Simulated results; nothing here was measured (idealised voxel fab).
A process module follows: voxel self aligned contacts.
Square cells of 5 nm make up the cross-section cut, whose width is 215 nm.
How to read a cross-section here: the picture is a grid of square cells, written as bands going from the top down, and any band can span one or more rows of cells. For a band, the entry starts with two heights in nm, that of the top and then that of the bottom, and carries on with the band's materials in order from left to right, each alongside its width in nm; the word "all across" beside a single material means it fills the band edge to edge, and "air" means empty space. Height datum 0, below which the as-received substrate wafer is one material. Lowest band open at the bottom, running downward: "0 down". Width: "30..40" (first number = top row, second number = bottom row, same change from row to row of cells). Take "same as before" at face value: in the step it is given for, the cross-section changed in none of its cells. Voids not open to the top, 8 cells minimum: see "Enclosed void list". Written width x height at distance; distance is from the left edge; nm. Where a step's line continues beyond its settings, the continuation is a remark by the simulator itself on that step. "overlay nm", when on a step's line for a step with a mask, measures how far to the right of its planned place the mask lay; a negative measure means to the left.

Planned process steps:
| 1 | op RECEIVE | material Si |
| 2 | op CONFORMAL_DEP | material SiO2 | thk nm 5 |
| 3 | op DIRECTIONAL_DEP | material polySi | thk nm 20 |
| 4 | op DIRECTIONAL_DEP | material SiN | thk nm 25 |
| 5 | op MASKED_ETCH | tone cover | mask id GATE | width nm 25 | pitch nm 60 | etch materials SiN | depth nm 25 | overlay nm 0 |
| 6 | op MASKED_ETCH | tone cover | mask id GATE | width nm 25 | pitch nm 60 | etch materials polySi | depth nm 20 | overlay nm 0 |
| 7 | op CONFORMAL_DEP | material SiN | thk nm 10 |
| 8 | op DIRECTIONAL_ETCH | etch materials SiN | depth nm 10 |
| 9 | op FILL_DEP | material SiO2 | thk nm 10 |
| 10 | op CMP | height nm 55 |
| 11 | op DIRECTIONAL_DEP | material aC | thk nm 10 |
| 12 | op PATTERN | tone open | mask id CONTACT | material resist | width nm 45 | thk nm 30 | overlay nm 0 |
| 13 | op DIRECTIONAL_ETCH | etch materials aC | depth nm 10 |
| 14 | op STRIP | etch materials resist |
| 15 | op DIRECTIONAL_ETCH | etch materials SiO2 | depth nm 55 |
| 16 | op STRIP | etch materials aC |
| 17 | op CONFORMAL_DEP | material TiN | thk nm 5 |
| 18 | op FILL_DEP | material Ru | thk nm 5 |
| 19 | op CMP | height nm 55 |
| 20 | op CONFORMAL_DEP | material SiCN | thk nm 5 |

As received (post step 1): cross-section:
	0 down  Si all across
	Enclosed void list: none

Post-module cross-section: identical start and plan to those above, one misstep in execution:
	60 to 55  SiCN all across
	55 to 50  SiO2 85 nm; TiN 45 nm; SiO2 85 nm
	50 to 25  SiN 75 nm; SiO2 5 nm; SiN 55 nm; SiO2 5 nm; SiN 75 nm
	25 to 5  polySi all across
	5 to 0  SiO2 all across
	0 down  Si all across
	Enclosed void list: none
Which mistake was made when the wafer was run? step 5 did not happen as planned, as run it was op MASKED_ETCH | tone open | mask id GATE | width nm 25 | pitch nm 60 | etch materials SiN | depth nm 25 | overlay nm 0
